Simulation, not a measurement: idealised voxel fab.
The following is a process module called voxel spacer lines.
Pictured: cross-section cut, 200 nm wide, on a grid of 5 nm square cells.
Notation: cross-section as square-cell grid; stated in bands, top first, going down; one or more cell rows per band. Read a band's entry like this: the first values are the height of its top and the height of its bottom in nm, and what follows is the sequence of materials from left to right, each with its width in nm. Note that "empty" is empty space, and that a single material marked "full width" reaches across the band from edge to edge. Measure heights from 0. That's the level where, below it, the as-received wafer is all one material. The lowest band is bottomless and extends downward; write it as in "0 -> down". A width given as "30..40" starts at the first number in the band's top row and ends at the second number in its bottom row, shifting by an equal amount at every step from row to row. "no modification", as given for a step, is the statement that not any cell of the cross-section underwent a change during that step. Empty spaces counting at least 8 cells and having no open way to the top are listed in "Sealed voids". The notation width x height at distance is used for each, the distance being from the left edge and all three values in nm. Anything after a step's settings on that line? It's the simulator's own note about the step. Regarding "overlay nm": on a step with a mask, it is the distance the mask lay to the right of its planned place; a negative value places it to the left.

**Listed below are the process steps as planned**
step 1: RECEIVE: material Si
step 2: CONFORMAL_DEP: material Al2O3, thk nm 5
step 3: DIRECTIONAL_DEP: material SiN, thk nm 15
step 4: DIRECTIONAL_DEP: material polySi, thk nm 30
step 5: PATTERN: tone cover, mask id MANDREL, material resist, width nm 25, pitch nm 70, thk nm 40, overlay nm 0
step 6: DIRECTIONAL_ETCH: etch materials polySi, depth nm 30
step 7: STRIP: etch materials resist
step 8: CONFORMAL_DEP: material SiO2, thk nm 5
step 9: DIRECTIONAL_ETCH: etch materials SiO2, depth nm 10
step 10: STRIP: etch materials polySi
step 11: DIRECTIONAL_ETCH: etch materials SiN, depth nm 15
step 12: STRIP: etch materials SiO2
The wafers in this document start out alike and differ in the thk nm applied at step 8; the plan shows the value used for the first wafer.

**As-received state after step 1, first of several wafers, cross-section**
* 0 -> down: Si full width
* Sealed voids: none

**What follows is a table in which each wafer occupies a row; for the wafer as it stands at the close of the module, the row states, material by material, how many cells have been gained (+) or lost (-) since receipt, and then gives its closed voids**
thk nm 5, +40 Al2O3, +18 SiN, Sealed voids: none
thk nm 10, +40 Al2O3, +36 SiN, Sealed voids: none
thk nm 15, +40 Al2O3, +120 SiN, +90 polySi, Sealed voids: none
thk nm 20, +40 Al2O3, +120 SiN, +90 polySi, Sealed voids: none
thk nm 25, +40 Al2O3, +120 SiN, +90 polySi, Sealed voids: none
